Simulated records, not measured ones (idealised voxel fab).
The following process module bears the name voxel ribs on slabs.
Shown is cross-section cut, with a width of 180 nm and square cells of size 5 nm.
A cross-section is a grid of square cells, given in bands from the top down. A band is one or more rows of cells. Heights first: top, then bottom, in nm. Then materials, left to right, each with a width in nm. "edge to edge" on a single material: fills the band edge to edge. "air": empty space. Convention: height 0 is the level below which the wafer, as received, is all one material. The lowest band does not terminate at the bottom but continues downward, represented as "from 0 down". With a width like "30->40", each row of cells in the band differs from the next by the same amount, the top row carrying the first number and the bottom row the second. "same as before", as given for a step, is the statement that not any cell of the cross-section underwent a change during that step. What "Sealed cavities" gives you is every empty space of 8 cells or more that is cut off from the top. Each appears as width x height at distance, with the distance taken from the left edge and width, height and distance all in nm. Where a step's line continues beyond its settings, the continuation is a remark by the simulator itself on that step. "overlay nm" answers the question of how far to the right of plan the mask lay on a step that has a mask, and when it is negative the answer is to the left.
# So here's the lineup of process steps we planned
1. op RECEIVE | material Si
2. op DIRECTIONAL_DEP | material SiO2 | thk nm 20
3. op DIRECTIONAL_DEP | material SiN | thk nm 15
4. op DIRECTIONAL_DEP | material aC | thk nm 15
5. op PATTERN | tone cover | mask id RIB | material resist | width nm 20 | thk nm 35 | overlay nm 0
6. op DIRECTIONAL_ETCH | etch materials aC | depth nm 15
7. op STRIP | etch materials resist
8. op DIRECTIONAL_ETCH | etch materials SiN | depth nm 5
9. op STRIP | etch materials aC
10. op DIRECTIONAL_DEP | material aC | thk nm 10
11. op PATTERN | tone cover | mask id SLAB | material resist | width nm 60 | thk nm 30 | overlay nm 0
12. op DIRECTIONAL_ETCH | etch materials aC | depth nm 10
13. op STRIP | etch materials resist
14. op DIRECTIONAL_ETCH | etch materials SiN | depth nm 10
15. op STRIP | etch materials aC
16. op FILL_DEP | material SiO2 | thk nm 20
17. op CMP | height nm 50
18. op DIRECTIONAL_DEP | material TiN | thk nm 10
19. op DIRECTIONAL_DEP | material aC | thk nm 15
20. op PATTERN | tone cover | mask id HEATER | material resist | width nm 30 | thk nm 35 | overlay nm 0
21. op DIRECTIONAL_ETCH | etch materials aC | depth nm 15
22. op STRIP | etch materials resist
23. op DIRECTIONAL_ETCH | etch materials TiN | depth nm 10
24. op STRIP | etch materials aC
25. op CONFORMAL_DEP | material SiO2 | thk nm 10
# First wafer of two (run as planned)
# Incoming wafer in cross-section (state: after step 1)
from 0 down: Si edge to edge
Sealed cavities: none
# Once step 2 is through, the wafer looks like this in cross-section
from 20 to 0: SiO2 edge to edge
At heights below 0, the structure remains unaltered.
# Once step 3 is through, the wafer looks like this in cross-section
from 35 to 20: SiN edge to edge
At heights below 20, the structure remains unaltered.
# Once step 4 is through, the wafer looks like this in cross-section
from 50 to 35: aC edge to edge
At heights below 35, the structure remains unaltered.
# Once step 5 is through, the wafer looks like this in cross-section
from 85 to 50: air (80); resist (20); air (80)
At heights below 50, the structure remains unaltered.
# Once step 6 is through, the wafer looks like this in cross-section
from 70 to 50: air (80); resist (20); air (80)
from 50 to 35: air (80); aC (20); air (80)
At heights below 35, the structure remains unaltered.
# Once step 7 is through, the wafer looks like this in cross-section
from 50 to 35: air (80); aC (20); air (80)
At heights below 35, the structure remains unaltered.
# Once step 8 is through, the wafer looks like this in cross-section
from 50 to 35: air (80); aC (20); air (80)
from 35 to 30: air (80); SiN (20); air (80)
At heights below 30, the structure remains unaltered.
# Once step 9 is through, the wafer looks like this in cross-section
from 35 to 30: air (80); SiN (20); air (80)
At heights below 30, the structure remains unaltered.
# Once step 10 is through, the wafer looks like this in cross-section
from 45 to 40: air (80); aC (20); air (80)
from 40 to 35: aC edge to edge
from 35 to 30: aC (80); SiN (20); aC (80)
At heights below 30, the structure remains unaltered.
# Once step 11 is through, the wafer looks like this in cross-section
from 75 to 45: air (60); resist (60); air (60)
from 45 to 40: air (60); resist (20); aC (20); resist (20); air (60)
At heights below 40, the structure remains unaltered.
# Once step 12 is through, the wafer looks like this in cross-section
from 65 to 45: air (60); resist (60); air (60)
from 45 to 40: air (60); resist (20); aC (20); resist (20); air (60)
from 40 to 35: air (60); aC (60); air (60)
from 35 to 30: air (60); aC (20); SiN (20); aC (20); air (60)
At heights below 30, the structure remains unaltered.
# Once step 13 is through, the wafer looks like this in cross-section
from 45 to 35: air (80->60); aC (20->60); air (80->60)
At heights below 35, the structure remains unaltered.
# Once step 14 is through, the wafer looks like this in cross-section
from 45 to 35: air (80->60); aC (20->60); air (80->60)
from 35 to 30: air (60); aC (20); SiN (20); aC (20); air (60)
from 30 to 20: air (60); SiN (60); air (60)
At heights below 20, the structure remains unaltered.
# Once step 15 is through, the wafer looks like this in cross-section
from 35 to 30: air (80); SiN (20); air (80)
At heights below 30, the structure remains unaltered.
# Once step 16 is through, the wafer looks like this in cross-section
from 55 to 35: SiO2 edge to edge
from 35 to 30: SiO2 (80); SiN (20); SiO2 (80)
from 30 to 20: SiO2 (60); SiN (60); SiO2 (60)
At heights below 20, the structure remains unaltered.
# Once step 17 is through, the wafer looks like this in cross-section
from 50 to 35: SiO2 edge to edge
At heights below 35, the structure remains unaltered.
# Once step 18 is through, the wafer looks like this in cross-section
from 60 to 50: TiN edge to edge
At heights below 50, the structure remains unaltered.
# Once step 19 is through, the wafer looks like this in cross-section
from 75 to 60: aC edge to edge
At heights below 60, the structure remains unaltered.
# Once step 20 is through, the wafer looks like this in cross-section
from 110 to 75: air (75); resist (30); air (75)
At heights below 75, the structure remains unaltered.
# Once step 21 is through, the wafer looks like this in cross-section
from 95 to 75: air (75); resist (30); air (75)
from 75 to 60: air (75); aC (30); air (75)
At heights below 60, the structure remains unaltered.
# Once step 22 is through, the wafer looks like this in cross-section
from 75 to 60: air (75); aC (30); air (75)
At heights below 60, the structure remains unaltered.
# Once step 23 is through, the wafer looks like this in cross-section
from 75 to 60: air (75); aC (30); air (75)
from 60 to 50: air (75); TiN (30); air (75)
At heights below 50, the structure remains unaltered.
# Once step 24 is through, the wafer looks like this in cross-section
from 60 to 50: air (75); TiN (30); air (75)
At heights below 50, the structure remains unaltered.
# Once step 25 is through, the wafer looks like this in cross-section
from 70 to 60: air (65); SiO2 (50); air (65)
from 60 to 50: SiO2 (75); TiN (30); SiO2 (75)
At heights below 50, the structure remains unaltered.
# Companion wafer, the second of two: same beginning, same intended sequence, one mistake in carrying it out; through step 4 inclusive it tracks the first exactly
# Look at the second wafer in cross-section at the time step 5 ought to have finished
from 85 to 50: resist (80); air (20); resist (80)
At heights below 50, the structure remains unaltered.
# Look at the second wafer in cross-section at the time step 6 ought to have finished
from 70 to 50: resist (80); air (20); resist (80)
from 50 to 35: aC (80); air (20); aC (80)
At heights below 35, the structure remains unaltered.
# Look at the second wafer in cross-section at the time step 7 ought to have finished
from 50 to 35: aC (80); air (20); aC (80)
At heights below 35, the structure remains unaltered.
# Look at the second wafer in cross-section at the time step 8 ought to have finished
from 50 to 35: aC (80); air (20); aC (80)
from 35 to 30: SiN (80); air (20); SiN (80)
At heights below 30, the structure remains unaltered.
# Look at the second wafer in cross-section at the time step 9 ought to have finished
from 35 to 30: SiN (80); air (20); SiN (80)
At heights below 30, the structure remains unaltered.
# Look at the second wafer in cross-section at the time step 10 ought to have finished
from 45 to 40: aC (80); air (20); aC (80)
from 40 to 35: aC edge to edge
from 35 to 30: SiN (80); aC (20); SiN (80)
At heights below 30, the structure remains unaltered.
# Look at the second wafer in cross-section at the time step 11 ought to have finished
from 75 to 45: air (60); resist (60); air (60)
from 45 to 40: aC (80); resist (20); aC (80)
At heights below 40, the structure remains unaltered.
# Look at the second wafer in cross-section at the time step 12 ought to have finished
from 65 to 45: air (60); resist (60); air (60)
from 45 to 40: air (60); aC (20); resist (20); aC (20); air (60)
from 40 to 35: air (60); aC (60); air (60)
At heights below 35, the structure remains unaltered.
# Look at the second wafer in cross-section at the time step 13 ought to have finished
from 45 to 40: air (60); aC (20); air (20); aC (20); air (60)
At heights below 40, the structure remains unaltered.
# Look at the second wafer in cross-section at the time step 14 ought to have finished
from 45 to 40: air (60); aC (20); air (20); aC (20); air (60)
from 40 to 35: air (60); aC (60); air (60)
from 35 to 30: air (60); SiN (20); aC (20); SiN (20); air (60)
from 30 to 25: air (60); SiN (60); air (60)
At heights below 25, the structure remains unaltered.
# Look at the second wafer in cross-section at the time step 15 ought to have finished
from 35 to 30: air (60); SiN (20); air (20); SiN (20); air (60)
At heights below 30, the structure remains unaltered.
# Look at the second wafer in cross-section at the time step 16 ought to have finished
from 55 to 35: SiO2 edge to edge
from 35 to 30: SiO2 (60); SiN (20); SiO2 (20); SiN (20); SiO2 (60)
from 30 to 25: SiO2 (60); SiN (60); SiO2 (60)
At heights below 25, the structure remains unaltered.
# Look at the second wafer in cross-section at the time step 17 ought to have finished
from 50 to 35: SiO2 edge to edge
At heights below 35, the structure remains unaltered.
# Look at the second wafer in cross-section at the time step 18 ought to have finished
from 60 to 50: TiN edge to edge
At heights below 50, the structure remains unaltered.
# Look at the second wafer in cross-section at the time step 19 ought to have finished
from 75 to 60: aC edge to edge
At heights below 60, the structure remains unaltered.
# Look at the second wafer in cross-section at the time step 20 ought to have finished
from 110 to 75: air (75); resist (30); air (75)
At heights below 75, the structure remains unaltered.
# Look at the second wafer in cross-section at the time step 21 ought to have finished
from 95 to 75: air (75); resist (30); air (75)
from 75 to 60: air (75); aC (30); air (75)
At heights below 60, the structure remains unaltered.
# Look at the second wafer in cross-section at the time step 22 ought to have finished
from 75 to 60: air (75); aC (30); air (75)
At heights below 60, the structure remains unaltered.
# Look at the second wafer in cross-section at the time step 23 ought to have finished
from 75 to 60: air (75); aC (30); air (75)
from 60 to 50: air (75); TiN (30); air (75)
At heights below 50, the structure remains unaltered.
# Look at the second wafer in cross-section at the time step 24 ought to have finished
from 60 to 50: air (75); TiN (30); air (75)
At heights below 50, the structure remains unaltered.
# Look at the second wafer in cross-section at the time step 25 ought to have finished
from 70 to 60: air (65); SiO2 (50); air (65)
from 60 to 50: SiO2 (75); TiN (30); SiO2 (75)
At heights below 50, the structure remains unaltered.
The plan and the run diverged here: the process deviated at step 5: the operation and settings actually run there were op PATTERN | tone open | mask id RIB | material resist | width nm 20 | thk nm 35 | overlay nm 0
Materials where the second wafer ends with more or fewer cells than the first: 28 more of SiN, 28 fewer of SiO2
